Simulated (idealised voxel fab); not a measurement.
Process module in this document: voxel tone inversion
Each square cell in cross-section cut measures 5 nm, and the section as a whole is 255 nm wide.
Cross-section = grid of square cells, listed top down in bands; band = one or more rows.
Basically the band line says how high the top is and how high the bottom is, in nm, and then what's in it from left to right, every material with its width in nm. Empty space shows up as "air", and if a single material carries "throughout" it runs the full band edge to edge.
Where do heights start? At 0: under that level the wafer as delivered is made of one material only. And the lowest band has no floor; it just carries on downward, as in "top 0, no bottom".
The notation "30 to 40" denotes a width that varies across the rows of cells in the band, beginning at the first number in the top row, finishing at the second number in the bottom row, and changing by an identical amount from each row to the next.
What does "remains unaltered" mean for a step? It means no cell of the cross-section changed in that step.
What "Cavities, sealed" gives you is every empty space of 8 cells or more that is cut off from the top. Each appears as width x height at distance, with the distance taken from the left edge and width, height and distance all in nm.
Read whatever lies past the settings on a step's line as the simulator's own remark about the step.
"overlay nm", when on a step's line for a step with a mask, measures how far to the right of its planned place the mask lay; a negative measure means to the left.

### The following list gives the planned process steps
1 op RECEIVE | material Si
2 op CONFORMAL_DEP | material SiN | thk nm 5
3 op DIRECTIONAL_DEP | material aC | thk nm 20
4 op PATTERN | tone cover | mask id POSTS | material resist | width nm 20 | pitch nm 35 | thk nm 30 | overlay nm 0
5 op DIRECTIONAL_ETCH | etch materials aC | depth nm 20
6 op STRIP | etch materials resist
7 op FILL_DEP | material SiO2 | thk nm 5
8 op CMP | height nm 25
9 op STRIP | etch materials aC
10 op CONFORMAL_DEP | material TiN | thk nm 5
11 op FILL_DEP | material W | thk nm 5
12 op CMP | height nm 25
13 op CONFORMAL_DEP | material SiN | thk nm 5

### Account of the first of two wafers, which was processed as intended

### Cross-section of the incoming wafer, state after step 1
	top 0, no bottom  Si throughout
	Cavities, sealed: none

### The wafer, seen in cross-section, after step 2
	top 5, bottom 0  SiN throughout
	Below 0, the layers are the same as they were.

### The wafer, seen in cross-section, after step 3
	top 25, bottom 5  aC throughout
	Below 5, the layers are the same as they were.

### The wafer, seen in cross-section, after step 4
	top 55, bottom 25  80 nm air, then 20 nm resist, then 15 nm air, then 20 nm resist, then 15 nm air, then 20 nm resist, then 85 nm air
	Below 25, the layers are the same as they were.

### The wafer, seen in cross-section, after step 5
	top 35, bottom 25  80 nm air, then 20 nm resist, then 15 nm air, then 20 nm resist, then 15 nm air, then 20 nm resist, then 85 nm air
	top 25, bottom 5  80 nm air, then 20 nm aC, then 15 nm air, then 20 nm aC, then 15 nm air, then 20 nm aC, then 85 nm air
	Below 5, the layers are the same as they were.

### The wafer, seen in cross-section, after step 6
	top 25, bottom 5  80 nm air, then 20 nm aC, then 15 nm air, then 20 nm aC, then 15 nm air, then 20 nm aC, then 85 nm air
	Below 5, the layers are the same as they were.

### The wafer, seen in cross-section, after step 7
	top 30, bottom 25  SiO2 throughout
	top 25, bottom 5  80 nm SiO2, then 20 nm aC, then 15 nm SiO2, then 20 nm aC, then 15 nm SiO2, then 20 nm aC, then 85 nm SiO2
	Below 5, the layers are the same as they were.

### The wafer, seen in cross-section, after step 8
	top 25, bottom 5  80 nm SiO2, then 20 nm aC, then 15 nm SiO2, then 20 nm aC, then 15 nm SiO2, then 20 nm aC, then 85 nm SiO2
	Below 5, the layers are the same as they were.

### The wafer, seen in cross-section, after step 9
	top 25, bottom 5  80 nm SiO2, then 20 nm air, then 15 nm SiO2, then 20 nm air, then 15 nm SiO2, then 20 nm air, then 85 nm SiO2
	Below 5, the layers are the same as they were.

### The wafer, seen in cross-section, after step 10
	top 30, bottom 25  85 nm TiN, then 10 nm air, then 25 nm TiN, then 10 nm air, then 25 nm TiN, then 10 nm air, then 90 nm TiN
	top 25, bottom 10  80 nm SiO2, then 5 nm TiN, then 10 nm air, then 5 nm TiN, then 15 nm SiO2, then 5 nm TiN, then 10 nm air, then 5 nm TiN, then 15 nm SiO2, then 5 nm TiN, then 10 nm air, then 5 nm TiN, then 85 nm SiO2
	top 10, bottom 5  80 nm SiO2, then 20 nm TiN, then 15 nm SiO2, then 20 nm TiN, then 15 nm SiO2, then 20 nm TiN, then 85 nm SiO2
	Below 5, the layers are the same as they were.

### The wafer, seen in cross-section, after step 11
	top 35, bottom 30  W throughout
	top 30, bottom 25  85 nm TiN, then 10 nm W, then 25 nm TiN, then 10 nm W, then 25 nm TiN, then 10 nm W, then 90 nm TiN
	top 25, bottom 10  80 nm SiO2, then 5 nm TiN, then 10 nm W, then 5 nm TiN, then 15 nm SiO2, then 5 nm TiN, then 10 nm W, then 5 nm TiN, then 15 nm SiO2, then 5 nm TiN, then 10 nm W, then 5 nm TiN, then 85 nm SiO2
	Below 10, the layers are the same as they were.

### The wafer, seen in cross-section, after step 12
	top 25, bottom 10  80 nm SiO2, then 5 nm TiN, then 10 nm W, then 5 nm TiN, then 15 nm SiO2, then 5 nm TiN, then 10 nm W, then 5 nm TiN, then 15 nm SiO2, then 5 nm TiN, then 10 nm W, then 5 nm TiN, then 85 nm SiO2
	Below 10, the layers are the same as they were.

### The wafer, seen in cross-section, after step 13
	top 30, bottom 25  SiN throughout
	Below 25, the layers are the same as they were.

### Second wafer. Start and plan as for the first. One mistake made in running. Agrees with the first up to and including step 7

### Cross-section of the second wafer corresponding to the planned conclusion of step 8
	top 20, bottom 5  80 nm SiO2, then 20 nm aC, then 15 nm SiO2, then 20 nm aC, then 15 nm SiO2, then 20 nm aC, then 85 nm SiO2
	Below 5, the layers are the same as they were.

### Cross-section of the second wafer corresponding to the planned conclusion of step 9
	top 20, bottom 5  80 nm SiO2, then 20 nm air, then 15 nm SiO2, then 20 nm air, then 15 nm SiO2, then 20 nm air, then 85 nm SiO2
	Below 5, the layers are the same as they were.

### Cross-section of the second wafer corresponding to the planned conclusion of step 10
	top 25, bottom 20  85 nm TiN, then 10 nm air, then 25 nm TiN, then 10 nm air, then 25 nm TiN, then 10 nm air, then 90 nm TiN
	top 20, bottom 10  80 nm SiO2, then 5 nm TiN, then 10 nm air, then 5 nm TiN, then 15 nm SiO2, then 5 nm TiN, then 10 nm air, then 5 nm TiN, then 15 nm SiO2, then 5 nm TiN, then 10 nm air, then 5 nm TiN, then 85 nm SiO2
	top 10, bottom 5  80 nm SiO2, then 20 nm TiN, then 15 nm SiO2, then 20 nm TiN, then 15 nm SiO2, then 20 nm TiN, then 85 nm SiO2
	Below 5, the layers are the same as they were.

### Cross-section of the second wafer corresponding to the planned conclusion of step 11
	top 30, bottom 25  W throughout
	top 25, bottom 20  85 nm TiN, then 10 nm W, then 25 nm TiN, then 10 nm W, then 25 nm TiN, then 10 nm W, then 90 nm TiN
	top 20, bottom 10  80 nm SiO2, then 5 nm TiN, then 10 nm W, then 5 nm TiN, then 15 nm SiO2, then 5 nm TiN, then 10 nm W, then 5 nm TiN, then 15 nm SiO2, then 5 nm TiN, then 10 nm W, then 5 nm TiN, then 85 nm SiO2
	Below 10, the layers are the same as they were.

### Cross-section of the second wafer corresponding to the planned conclusion of step 12
	top 25, bottom 20  85 nm TiN, then 10 nm W, then 25 nm TiN, then 10 nm W, then 25 nm TiN, then 10 nm W, then 90 nm TiN
	Below 20, the layers are the same as they were.

### Cross-section of the second wafer corresponding to the planned conclusion of step 13
	top 30, bottom 25  SiN throughout
	Below 25, the layers are the same as they were.
It is concluded that the wafer was processed incorrectly with respect to the plan, in that step 8 was processed under conditions differing from the plan, specifically as op CMP | height nm 20
Bottom line after processing is that, in cells, the second wafer is up or down on some materials versus the first: 39 fewer of SiO2 | 39 more of TiN
